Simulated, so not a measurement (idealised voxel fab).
Process module under the name voxel transistor to metal
Section shown: cut. Width: 265 nm. Cell size: 5 nm, square.
Square cells in a grid make up a cross-section in this document, and the grid is given as bands, listed from the top down, each one or more rows of cells. For a band, the entry starts with two heights in nm, that of the top and then that of the bottom, and carries on with the band's materials in order from left to right, each alongside its width in nm; the word "edge to edge" beside a single material means it fills the band edge to edge, and "blank" means empty space. Note: height 0 marks the level under which the wafer is uniformly one material as received. Lowest band unbounded below, written "0..down". With a width like "30->40", each row of cells in the band differs from the next by the same amount, the top row carrying the first number and the bottom row the second. A step reported as "same as before" is a step in which no cell of the cross-section changed. The label "Sealed-off cavities" introduces a list of the empty spaces, 8 cells or larger, that have no open way up to the top; each entry in it reads width x height at distance, where the distance is taken from the left edge and all three are stated in nm. Formally, on a step line, whatever follows the settings is a remark that the simulator itself makes on the step. If you see "overlay nm" on a step's line and that step has a mask, it's telling you how far right of where it was planned the mask ended up; a negative number means it went left instead.
-- Listed below are the process steps as planned
| 1 | RECEIVE | material Si |
| 2 | CONFORMAL_DEP | material SiO2 | thk nm 5 |
| 3 | CONFORMAL_DEP | material SiN | thk nm 10 |
| 4 | PATTERN | tone cover | mask id ACTIVE | material resist | width nm 105 | pitch nm 125 | thk nm 15 | overlay nm 0 |
| 5 | DIRECTIONAL_ETCH | etch materials SiN | depth nm 10 |
| 6 | DIRECTIONAL_ETCH | etch materials SiO2 | depth nm 5 |
| 7 | DIRECTIONAL_ETCH | etch materials Si | depth nm 35 |
| 8 | STRIP | etch materials resist |
| 9 | OXIDIZE | depth nm 5 |
| 10 | FILL_DEP | material SiO2 | thk nm 15 |
| 11 | CMP | height nm 15 |
| 12 | SELECTIVE_ETCH | etch materials SiO2 | depth nm 5 |
| 13 | STRIP | etch materials SiN |
| 14 | SELECTIVE_ETCH | etch materials SiO2 | depth nm 5 |
| 15 | OXIDIZE | depth nm 5 |
| 16 | DIRECTIONAL_DEP | material polySi | thk nm 20 |
| 17 | DIRECTIONAL_DEP | material SiCN | thk nm 15 |
| 18 | PATTERN | tone cover | mask id GATE | material resist | width nm 25 | pitch nm 125 | thk nm 20 | overlay nm -15 |
| 19 | DIRECTIONAL_ETCH | etch materials SiCN | depth nm 25 |
| 20 | DIRECTIONAL_ETCH | etch materials polySi | depth nm 30 |
| 21 | STRIP | etch materials resist |
| 22 | CONFORMAL_DEP | material SiO2 | thk nm 5 |
| 23 | DIRECTIONAL_ETCH | etch materials SiO2 | depth nm 5 |
| 24 | CONFORMAL_DEP | material SiN | thk nm 5 |
| 25 | DIRECTIONAL_ETCH | etch materials SiN | depth nm 5 |
| 26 | DIRECTIONAL_ETCH | etch materials SiO2 | depth nm 5 |
| 27 | DIRECTIONAL_ETCH | etch materials Si | depth nm 15 |
| 28 | EPI | material pSi | thk nm 20 |
| 29 | FILL_DEP | material SiO2 | thk nm 5 |
| 30 | CMP | height nm 35 |
| 31 | DIRECTIONAL_DEP | material SiO2 | thk nm 15 |
| 32 | MASKED_ETCH | tone open | mask id CONTACT | width nm 30 | etch materials SiO2 | depth nm 50 | overlay nm 0 |
| 33 | CONFORMAL_DEP | material TiN | thk nm 5 |
| 34 | FILL_DEP | material W | thk nm 5 |
| 35 | CMP | height nm 50 |
| 36 | CONFORMAL_DEP | material SiCN | thk nm 5 |
| 37 | DIRECTIONAL_DEP | material lowk | thk nm 20 |
| 38 | MASKED_ETCH | tone open | mask id METAL_1 | width nm 20 | etch materials lowk | depth nm 20 | overlay nm 0 |
| 39 | MASKED_ETCH | tone open | mask id METAL_1 | width nm 20 | etch materials SiCN | depth nm 5 | overlay nm 0 |
| 40 | CONFORMAL_DEP | material TiN | thk nm 5 |
| 41 | FILL_DEP | material Cu | thk nm 5 |
| 42 | CMP | height nm 75 |
| 43 | CONFORMAL_DEP | material SiCN | thk nm 5 |
| 44 | DIRECTIONAL_DEP | material lowk | thk nm 35 |
| 45 | PATTERN | tone open | mask id METAL_2_HOLES | material resist | width nm 15 | pitch nm 125 | thk nm 15 | overlay nm 0 |
| 46 | DIRECTIONAL_ETCH | etch materials lowk | depth nm 35 |
| 47 | STRIP | etch materials resist |
| 48 | DIRECTIONAL_DEP | material aC | thk nm 10 |
| 49 | PATTERN | tone open | mask id METAL_2 | material resist | width nm 20 | pitch nm 125 | thk nm 25 | overlay nm 0 |
| 50 | DIRECTIONAL_ETCH | etch materials aC | depth nm 10 |
| 51 | STRIP | etch materials resist |
| 52 | DIRECTIONAL_ETCH | etch materials lowk | depth nm 20 |
| 53 | DIRECTIONAL_ETCH | etch materials SiCN | depth nm 5 |
| 54 | STRIP | etch materials aC |
| 55 | CONFORMAL_DEP | material TiN | thk nm 5 |
| 56 | FILL_DEP | material Cu | thk nm 10 |
| 57 | CMP | height nm 115 |
| 58 | CONFORMAL_DEP | material SiN | thk nm 5 |
Wafers differ in overlay nm at step 18; plan lists the first wafer's value; identical starting state.
-- first wafer as received, after step 1
0..down  Si edge to edge
Sealed-off cavities: none
-- Basically each wafer gets a line in the table, showing it at the end of the module: material by material, the cells it gained (+) or lost (-) since we got it, then its closed voids
overlay nm -15, +52 Cu, -218 Si, +114 SiCN, +85 SiN, +346 SiO2, +182 TiN, +76 W, +469 lowk, +126 pSi, +40 polySi, Sealed-off cavities: none
overlay nm -10, +52 Cu, -218 Si, +114 SiCN, +85 SiN, +344 SiO2, +182 TiN, +78 W, +469 lowk, +126 pSi, +40 polySi, Sealed-off cavities: none
overlay nm -5, +52 Cu, -218 Si, +114 SiCN, +85 SiN, +340 SiO2, +182 TiN, +80 W, +469 lowk, +128 pSi, +40 polySi, Sealed-off cavities: none
overlay nm 0, +52 Cu, -218 Si, +114 SiCN, +85 SiN, +354 SiO2, +168 TiN, +80 W, +469 lowk, +128 pSi, +40 polySi, Sealed-off cavities: none
overlay nm 5, +52 Cu, -218 Si, +114 SiCN, +85 SiN, +340 SiO2, +182 TiN, +80 W, +469 lowk, +128 pSi, +40 polySi, Sealed-off cavities: none
overlay nm 10, +52 Cu, -218 Si, +114 SiCN, +85 SiN, +344 SiO2, +182 TiN, +78 W, +469 lowk, +126 pSi, +40 polySi, Sealed-off cavities: none
overlay nm 15, +52 Cu, -218 Si, +114 SiCN, +85 SiN, +346 SiO2, +182 TiN, +76 W, +469 lowk, +126 pSi, +40 polySi, Sealed-off cavities: none
